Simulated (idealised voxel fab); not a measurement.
Presented below is a process module, voxel trench capacitor.
Section cut is 295 nm wide and gridded with 5 nm square cells.
Cross-section spec: square-cell grid; bands listed top down; each band is one or more rows. Quick guide to a band line: top height, bottom height (nm) up front; then every material left to right with its width in nm. Only one material and it's marked "full width"? Then it fills the band edge to edge. And "blank" just means empty space. Heights are measured from 0, the level below which the as-received wafer is all one material; the lowest band has no bottom and continues downward, written as in "top 0, no bottom". Read "30 to 40" as a graded width: first number on top, second number at the bottom, same change between each pair of neighbouring rows. Take "nothing was modified" at face value: in the step it is given for, the cross-section changed in none of its cells. In the "Voids, fully enclosed" entry, you get each enclosed empty space of 8 cells or more, one with no open way to the top, written width x height at distance, distance from the left edge, in nm. Text after the settings on a step's line: the simulator's own remark on that step. overlay nm: where the mask lay relative to plan, measured to the right, on steps with a mask; negatives go left.
THIS SECTION LISTS THE PROCESS STEPS THAT WERE PLANNED
1. RECEIVE,material Si
2. CONFORMAL_DEP,material SiN,thk nm 10
3. DIRECTIONAL_DEP,material aC,thk nm 10
4. PATTERN,tone open,mask id TRENCH,material resist,width nm 25,pitch nm 45,thk nm 30,overlay nm 0
5. DIRECTIONAL_ETCH,etch materials aC,depth nm 10
6. STRIP,etch materials resist
7. DIRECTIONAL_ETCH,etch materials SiN,depth nm 10
8. DIRECTIONAL_ETCH,etch materials Si,depth nm 30
9. STRIP,etch materials aC
10. CONFORMAL_DEP,material Al2O3,thk nm 5
11. FILL_DEP,material polySi,thk nm 5
12. CMP,height nm 10
FIRST WAFER, TWO IN TOTAL, RUN AS PLANNED
THE CROSS-SECTION HERE SHOWS THE WAFER AS RECEIVED, I.E. IN ITS STATE AFTER STEP 1
- top 0, no bottom  Si full width
- Voids, fully enclosed: none
WAFER AFTER STEP 2 (CROSS-SECTION)
- top 10, bottom 0  SiN full width
- Unchanged below 0.
WAFER AFTER STEP 3 (CROSS-SECTION)
- top 20, bottom 10  aC full width
- Unchanged below 10.
WAFER AFTER STEP 4 (CROSS-SECTION)
- top 50, bottom 20  resist 65 nm / blank 25 nm / resist 20 nm / blank 25 nm / resist 20 nm / blank 25 nm / resist 20 nm / blank 25 nm / resist 70 nm
- Unchanged below 20.
WAFER AFTER STEP 5 (CROSS-SECTION)
- top 40, bottom 20  resist 65 nm / blank 25 nm / resist 20 nm / blank 25 nm / resist 20 nm / blank 25 nm / resist 20 nm / blank 25 nm / resist 70 nm
- top 20, bottom 10  aC 65 nm / blank 25 nm / aC 20 nm / blank 25 nm / aC 20 nm / blank 25 nm / aC 20 nm / blank 25 nm / aC 70 nm
- Unchanged below 10.
WAFER AFTER STEP 6 (CROSS-SECTION)
- top 20, bottom 10  aC 65 nm / blank 25 nm / aC 20 nm / blank 25 nm / aC 20 nm / blank 25 nm / aC 20 nm / blank 25 nm / aC 70 nm
- Unchanged below 10.
WAFER AFTER STEP 7 (CROSS-SECTION)
- top 20, bottom 10  aC 65 nm / blank 25 nm / aC 20 nm / blank 25 nm / aC 20 nm / blank 25 nm / aC 20 nm / blank 25 nm / aC 70 nm
- top 10, bottom 0  SiN 65 nm / blank 25 nm / SiN 20 nm / blank 25 nm / SiN 20 nm / blank 25 nm / SiN 20 nm / blank 25 nm / SiN 70 nm
- Unchanged below 0.
WAFER AFTER STEP 8 (CROSS-SECTION)
- top 20, bottom 10  aC 65 nm / blank 25 nm / aC 20 nm / blank 25 nm / aC 20 nm / blank 25 nm / aC 20 nm / blank 25 nm / aC 70 nm
- top 10, bottom 0  SiN 65 nm / blank 25 nm / SiN 20 nm / blank 25 nm / SiN 20 nm / blank 25 nm / SiN 20 nm / blank 25 nm / SiN 70 nm
- top 0, bottom -30  Si 65 nm / blank 25 nm / Si 20 nm / blank 25 nm / Si 20 nm / blank 25 nm / Si 20 nm / blank 25 nm / Si 70 nm
- Unchanged below -30.
WAFER AFTER STEP 9 (CROSS-SECTION)
- top 10, bottom 0  SiN 65 nm / blank 25 nm / SiN 20 nm / blank 25 nm / SiN 20 nm / blank 25 nm / SiN 20 nm / blank 25 nm / SiN 70 nm
- Unchanged below 0.
WAFER AFTER STEP 10 (CROSS-SECTION)
- top 15, bottom 10  Al2O3 70 nm / blank 15 nm / Al2O3 30 nm / blank 15 nm / Al2O3 30 nm / blank 15 nm / Al2O3 30 nm / blank 15 nm / Al2O3 75 nm
- top 10, bottom 0  SiN 65 nm / Al2O3 5 nm / blank 15 nm / Al2O3 5 nm / SiN 20 nm / Al2O3 5 nm / blank 15 nm / Al2O3 5 nm / SiN 20 nm / Al2O3 5 nm / blank 15 nm / Al2O3 5 nm / SiN 20 nm / Al2O3 5 nm / blank 15 nm / Al2O3 5 nm / SiN 70 nm
- top 0, bottom -25  Si 65 nm / Al2O3 5 nm / blank 15 nm / Al2O3 5 nm / Si 20 nm / Al2O3 5 nm / blank 15 nm / Al2O3 5 nm / Si 20 nm / Al2O3 5 nm / blank 15 nm / Al2O3 5 nm / Si 20 nm / Al2O3 5 nm / blank 15 nm / Al2O3 5 nm / Si 70 nm
- top -25, bottom -30  Si 65 nm / Al2O3 25 nm / Si 20 nm / Al2O3 25 nm / Si 20 nm / Al2O3 25 nm / Si 20 nm / Al2O3 25 nm / Si 70 nm
- Unchanged below -30.
WAFER AFTER STEP 11 (CROSS-SECTION)
- top 20, bottom 15  polySi full width
- top 15, bottom 10  Al2O3 70 nm / polySi 15 nm / Al2O3 30 nm / polySi 15 nm / Al2O3 30 nm / polySi 15 nm / Al2O3 30 nm / polySi 15 nm / Al2O3 75 nm
- top 10, bottom 0  SiN 65 nm / Al2O3 5 nm / polySi 15 nm / Al2O3 5 nm / SiN 20 nm / Al2O3 5 nm / polySi 15 nm / Al2O3 5 nm / SiN 20 nm / Al2O3 5 nm / polySi 15 nm / Al2O3 5 nm / SiN 20 nm / Al2O3 5 nm / polySi 15 nm / Al2O3 5 nm / SiN 70 nm
- top 0, bottom -25  Si 65 nm / Al2O3 5 nm / polySi 15 nm / Al2O3 5 nm / Si 20 nm / Al2O3 5 nm / polySi 15 nm / Al2O3 5 nm / Si 20 nm / Al2O3 5 nm / polySi 15 nm / Al2O3 5 nm / Si 20 nm / Al2O3 5 nm / polySi 15 nm / Al2O3 5 nm / Si 70 nm
- Unchanged below -25.
WAFER AFTER STEP 12 (CROSS-SECTION)
- top 10, bottom 0  SiN 65 nm / Al2O3 5 nm / polySi 15 nm / Al2O3 5 nm / SiN 20 nm / Al2O3 5 nm / polySi 15 nm / Al2O3 5 nm / SiN 20 nm / Al2O3 5 nm / polySi 15 nm / Al2O3 5 nm / SiN 20 nm / Al2O3 5 nm / polySi 15 nm / Al2O3 5 nm / SiN 70 nm
- Unchanged below 0.
FOR THE SECOND WAFER, TAKE THE FIRST WAFER'S START AND PLAN, THEN ADD ONE MISTAKE MADE IN RUNNING IT; EVERYTHING THROUGH STEP 9, THAT STEP INCLUDED, IS SHARED WITH THE FIRST
THE SECOND WAFER IN CROSS-SECTION, AT THE PLANNED CLOSE OF STEP 10
- top 15, bottom 10  aC 70 nm / blank 15 nm / aC 30 nm / blank 15 nm / aC 30 nm / blank 15 nm / aC 30 nm / blank 15 nm / aC 75 nm
- top 10, bottom 0  SiN 65 nm / aC 5 nm / blank 15 nm / aC 5 nm / SiN 20 nm / aC 5 nm / blank 15 nm / aC 5 nm / SiN 20 nm / aC 5 nm / blank 15 nm / aC 5 nm / SiN 20 nm / aC 5 nm / blank 15 nm / aC 5 nm / SiN 70 nm
- top 0, bottom -25  Si 65 nm / aC 5 nm / blank 15 nm / aC 5 nm / Si 20 nm / aC 5 nm / blank 15 nm / aC 5 nm / Si 20 nm / aC 5 nm / blank 15 nm / aC 5 nm / Si 20 nm / aC 5 nm / blank 15 nm / aC 5 nm / Si 70 nm
- top -25, bottom -30  Si 65 nm / aC 25 nm / Si 20 nm / aC 25 nm / Si 20 nm / aC 25 nm / Si 20 nm / aC 25 nm / Si 70 nm
- Unchanged below -30.
THE SECOND WAFER IN CROSS-SECTION, AT THE PLANNED CLOSE OF STEP 11
- top 20, bottom 15  polySi full width
- top 15, bottom 10  aC 70 nm / polySi 15 nm / aC 30 nm / polySi 15 nm / aC 30 nm / polySi 15 nm / aC 30 nm / polySi 15 nm / aC 75 nm
- top 10, bottom 0  SiN 65 nm / aC 5 nm / polySi 15 nm / aC 5 nm / SiN 20 nm / aC 5 nm / polySi 15 nm / aC 5 nm / SiN 20 nm / aC 5 nm / polySi 15 nm / aC 5 nm / SiN 20 nm / aC 5 nm / polySi 15 nm / aC 5 nm / SiN 70 nm
- top 0, bottom -25  Si 65 nm / aC 5 nm / polySi 15 nm / aC 5 nm / Si 20 nm / aC 5 nm / polySi 15 nm / aC 5 nm / Si 20 nm / aC 5 nm / polySi 15 nm / aC 5 nm / Si 20 nm / aC 5 nm / polySi 15 nm / aC 5 nm / Si 70 nm
- Unchanged below -25.
THE SECOND WAFER IN CROSS-SECTION, AT THE PLANNED CLOSE OF STEP 12
- top 10, bottom 0  SiN 65 nm / aC 5 nm / polySi 15 nm / aC 5 nm / SiN 20 nm / aC 5 nm / polySi 15 nm / aC 5 nm / SiN 20 nm / aC 5 nm / polySi 15 nm / aC 5 nm / SiN 20 nm / aC 5 nm / polySi 15 nm / aC 5 nm / SiN 70 nm
- Unchanged below 0.
What was the processing mistake? off-plan run, step 10, actual operation and settings CONFORMAL_DEP,material aC,thk nm 5
Upon completion, the second wafer contains, in terms of cells, a greater or smaller amount of certain materials than the first wafer: 76 fewer of Al2O3, 76 more of aC
